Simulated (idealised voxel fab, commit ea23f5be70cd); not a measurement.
Proc. module: voxel trench capacitor
255 nm wide, 5 nm square cells: that's cross-section cut.
A cross-section in this document is a grid of square cells, and it is written down as bands, the top band listed before the ones below it; a band is made up of one or more rows of cells.
In this notation a band is specified by the heights of its top and bottom, in that order and in nm, after which its materials appear from left to right, each paired with its width in nm. The word "everywhere" attached to a single material means that material fills the band from edge to edge; the word "air" stands for empty space.
Ref level 0: as-received wafer is one material below here. Bottom band extends down with no lower bound ("top 0, no bottom").
Width: "30->40" (first number = top row, second number = bottom row, same change from row to row of cells).
It should be understood that the words "remained unchanged", when stated for a given step, signify that the cross-section underwent no change in any of its cells during that step.
If an empty space has no open way to the top and is at least 8 cells in size, "Voids, sealed" lists it, written width x height at distance, where distance is measured from the left edge and every value is in nm.
The remark found on a step's line after its settings is issued by the simulator itself and pertains to that step.
Steps that use a mask can have "overlay nm" on their line. It says how far the mask sat to the right of where it was meant to be. Negative means to the left.

**The following list gives the planned process steps**
1: RECEIVE [material Si]
2: CONFORMAL_DEP [material SiN] [thk nm 10]
3: DIRECTIONAL_DEP [material aC] [thk nm 10]
4: PATTERN [tone open] [mask id TRENCH] [material resist] [width nm 30] [pitch nm 55] [thk nm 25] [overlay nm 0]
5: DIRECTIONAL_ETCH [etch materials aC] [depth nm 10]
6: STRIP [etch materials resist]
7: DIRECTIONAL_ETCH [etch materials SiN] [depth nm 10]
8: DIRECTIONAL_ETCH [etch materials Si] [depth nm 40]
9: STRIP [etch materials aC]
10: CONFORMAL_DEP [material Al2O3] [thk nm 5]
11: CONFORMAL_DEP [material TiN] [thk nm 5]
12: FILL_DEP [material W] [thk nm 5]
13: CMP [height nm 10]

**Cross-section of the wafer upon arrival, representing the state reached after step 1**
  top 0, no bottom = Si everywhere
  Voids, sealed: none

**As-planned run: cross-section of the first of two wafers at end of module**
  top 10, bottom 0 = SiN 85 nm; Al2O3 5 nm; TiN 5 nm; W 10 nm; TiN 5 nm; Al2O3 5 nm; SiN 25 nm; Al2O3 5 nm; TiN 5 nm; W 10 nm; TiN 5 nm; Al2O3 5 nm; SiN 85 nm
  top 0, bottom -30 = Si 85 nm; Al2O3 5 nm; TiN 5 nm; W 10 nm; TiN 5 nm; Al2O3 5 nm; Si 25 nm; Al2O3 5 nm; TiN 5 nm; W 10 nm; TiN 5 nm; Al2O3 5 nm; Si 85 nm
  top -30, bottom -35 = Si 85 nm; Al2O3 5 nm; TiN 20 nm; Al2O3 5 nm; Si 25 nm; Al2O3 5 nm; TiN 20 nm; Al2O3 5 nm; Si 85 nm
  top -35, bottom -40 = Si 85 nm; Al2O3 30 nm; Si 25 nm; Al2O3 30 nm; Si 85 nm
  top -40, no bottom = Si everywhere
  Voids, sealed: none

**This is the second of the two wafers, cross-sectioned at the end of the module; it started exactly like the first and was given the same plan, but it was run with one mistake**
  top 10, bottom 0 = SiN 90 nm; Al2O3 5 nm; TiN 5 nm; W 10 nm; TiN 5 nm; Al2O3 5 nm; SiN 25 nm; Al2O3 5 nm; TiN 5 nm; W 10 nm; TiN 5 nm; Al2O3 5 nm; SiN 80 nm
  top 0, bottom -30 = Si 90 nm; Al2O3 5 nm; TiN 5 nm; W 10 nm; TiN 5 nm; Al2O3 5 nm; Si 25 nm; Al2O3 5 nm; TiN 5 nm; W 10 nm; TiN 5 nm; Al2O3 5 nm; Si 80 nm
  top -30, bottom -35 = Si 90 nm; Al2O3 5 nm; TiN 20 nm; Al2O3 5 nm; Si 25 nm; Al2O3 5 nm; TiN 20 nm; Al2O3 5 nm; Si 80 nm
  top -35, bottom -40 = Si 90 nm; Al2O3 30 nm; Si 25 nm; Al2O3 30 nm; Si 80 nm
  top -40, no bottom = Si everywhere
  Voids, sealed: none
So what did we get wrong on this run? step 4 was run on a setting that differed from the plan, and what really ran there is PATTERN [tone open] [mask id TRENCH] [material resist] [width nm 30] [pitch nm 55] [thk nm 25] [overlay nm 5]
Tallied in cells, the final second wafer holds each material in the same quantity as the first, although not at the same places.
